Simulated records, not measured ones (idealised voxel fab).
process module | voxel wiring stack
cross-section cut | 215 nm wide | cells 5 nm
A cross-section is a grid of square cells, given in bands from the top down. A band is one or more rows of cells.
Each band's line starts with the height of the band's top and of its bottom, in nm. Then come its materials from left to right, each with its width in nm. One material with "throughout" fills the band from edge to edge. "air" is empty space.
Height 0 is the level under which the wafer as received is all one material. The lowest band goes on downwards, as in "0 down".
A width such as "30 to 40" changes by the same amount from each row of cells to the next, from the band's top row to its bottom row.
"no change" after a step means that no cell of the cross-section changed.
closed voids: empty space of 8 cells or more with no open way to the top, each as width x height at its distance from the left edge, in nm
after a step's settings: what the simulator itself notes on the step
overlay nm, on a step with a mask: how far to the right of its planned place the mask lay; to the left if negative
plan
1 op RECEIVE | material Si
2 op CONFORMAL_DEP | material SiO2 | thk nm 15
3 op DIRECTIONAL_DEP | material TiN | thk nm 5
4 op DIRECTIONAL_DEP | material W | thk nm 25
5 op MASKED_ETCH | tone cover | mask id METAL_1 | width nm 25 | pitch nm 50 | etch materials W | depth nm 25 | overlay nm 0
6 op MASKED_ETCH | tone cover | mask id METAL_1 | width nm 25 | pitch nm 50 | etch materials TiN | depth nm 5 | overlay nm 0
7 op CONFORMAL_DEP | material SiCN | thk nm 5
8 op FILL_DEP | material lowk | thk nm 10
9 op CMP | height nm 45
10 op CONFORMAL_DEP | material SiCN | thk nm 5
11 op DIRECTIONAL_DEP | material lowk | thk nm 10
12 op DIRECTIONAL_DEP | material aC | thk nm 15
13 op PATTERN | tone open | mask id PLUG_1 | material resist | width nm 15 | pitch nm 50 | thk nm 35 | overlay nm 0
14 op DIRECTIONAL_ETCH | etch materials aC | depth nm 15
15 op STRIP | etch materials resist
16 op DIRECTIONAL_ETCH | etch materials lowk | depth nm 10
17 op DIRECTIONAL_ETCH | etch materials SiCN | depth nm 5
18 op STRIP | etch materials aC
19 op CONFORMAL_DEP | material TiN | thk nm 5
20 op FILL_DEP | material W | thk nm 5
21 op CMP | height nm 60
22 op DIRECTIONAL_DEP | material TiN | thk nm 5
23 op DIRECTIONAL_DEP | material W | thk nm 15
24 op MASKED_ETCH | tone cover | mask id METAL_2 | width nm 25 | pitch nm 50 | etch materials W | depth nm 15 | overlay nm 0
25 op MASKED_ETCH | tone cover | mask id METAL_2 | width nm 25 | pitch nm 50 | etch materials TiN | depth nm 5 | overlay nm 0
26 op CONFORMAL_DEP | material SiN | thk nm 5
27 op FILL_DEP | material SiO2 | thk nm 5
28 op CMP | height nm 80
29 op CONFORMAL_DEP | material SiCN | thk nm 5
30 op DIRECTIONAL_DEP | material SiO2 | thk nm 25
31 op DIRECTIONAL_DEP | material aC | thk nm 15
32 op PATTERN | tone open | mask id METAL_3 | material resist | width nm 25 | pitch nm 50 | thk nm 30 | overlay nm 0
33 op DIRECTIONAL_ETCH | etch materials aC | depth nm 15
34 op STRIP | etch materials resist
35 op DIRECTIONAL_ETCH | etch materials SiO2 | depth nm 15
36 op STRIP | etch materials aC
37 op PATTERN | tone open | mask id METAL_3_HOLES | material resist | width nm 15 | thk nm 20 | overlay nm 0
38 op DIRECTIONAL_ETCH | etch materials SiO2 | depth nm 10
39 op DIRECTIONAL_ETCH | etch materials SiCN | depth nm 5
40 op STRIP | etch materials resist
41 op CONFORMAL_DEP | material TiN | thk nm 5
42 op FILL_DEP | material Ru | thk nm 10
43 op CMP | height nm 110
44 op CONFORMAL_DEP | material SiN | thk nm 5
as received, after step 1
  0 down: Si throughout
  closed voids: none
first wafer at the end, as planned
  115 to 110: SiN throughout
  110 to 100: SiO2 70 | TiN 5 | Ru 15 | TiN 5 | SiO2 25 | TiN 5 | Ru 15 | TiN 5 | SiO2 70
  100 to 95: SiO2 70 | TiN 5 | Ru 5 | TiN 15 | SiO2 25 | TiN 25 | SiO2 70
  95 to 85: SiO2 70 | TiN 5 | Ru 5 | TiN 5 | SiO2 130
  85 to 80: SiCN 70 | TiN 15 | SiCN 130
  80 to 65: SiO2 65 | SiN 5 | W 25 | SiN 5 | SiO2 15 | SiN 5 | W 25 | SiN 5 | SiO2 65
  65 to 60: SiN 70 | TiN 25 | SiN 25 | TiN 25 | SiN 70
  60 to 50: lowk 70 | TiN 5 | W 5 | TiN 5 | lowk 35 | TiN 5 | W 5 | TiN 5 | lowk 80
  50 to 45: SiCN 70 | TiN 15 | SiCN 35 | TiN 15 | SiCN 80
  45 to 20: lowk 65 | SiCN 5 | W 25 | SiCN 5 | lowk 15 | SiCN 5 | W 25 | SiCN 5 | lowk 65
  20 to 15: SiCN 70 | TiN 25 | SiCN 25 | TiN 25 | SiCN 70
  15 to 0: SiO2 throughout
  0 down: Si throughout
  closed voids: none
second wafer at the end: like start, like plan, one mistake
  115 to 110: SiN throughout
  110 to 100: SiO2 70 | TiN 5 | Ru 15 | TiN 5 | SiO2 25 | TiN 5 | Ru 15 | TiN 5 | SiO2 70
  100 to 95: SiO2 70 | TiN 5 | Ru 5 | TiN 15 | SiO2 25 | TiN 25 | SiO2 70
  95 to 85: SiO2 70 | TiN 5 | Ru 5 | TiN 5 | SiO2 130
  85 to 80: SiCN 70 | TiN 15 | SiCN 130
  80 to 70: SiO2 65 | SiN 5 | W 25 | SiN 5 | SiO2 15 | SiN 5 | W 25 | SiN 5 | SiO2 65
  70 to 65: SiO2 60 | SiN 10 | W 25 | SiN 5 | SiO2 10 | SiN 10 | W 25 | SiN 5 | SiO2 65
  65 to 60: SiN 65 | TiN 30 | SiN 20 | TiN 30 | SiN 70
  60 to 50: lowk 70 | TiN 5 | W 5 | TiN 5 | lowk 35 | TiN 5 | W 5 | TiN 5 | lowk 80
  50 to 45: SiCN 70 | TiN 15 | SiCN 35 | TiN 15 | SiCN 80
  45 to 20: lowk 65 | SiCN 5 | W 25 | SiCN 5 | lowk 15 | SiCN 5 | W 25 | SiCN 5 | lowk 65
  20 to 15: SiCN 70 | TiN 25 | SiCN 25 | TiN 25 | SiCN 70
  15 to 0: SiO2 throughout
  0 down: Si throughout
  closed voids: none
what went wrong: step 25 ran as: op MASKED_ETCH | tone cover | mask id METAL_2 | width nm 25 | pitch nm 50 | etch materials TiN | depth nm 5 | overlay nm -5
at the end the second wafer has, in cells: 2 fewer of SiO2 | 2 more of TiN
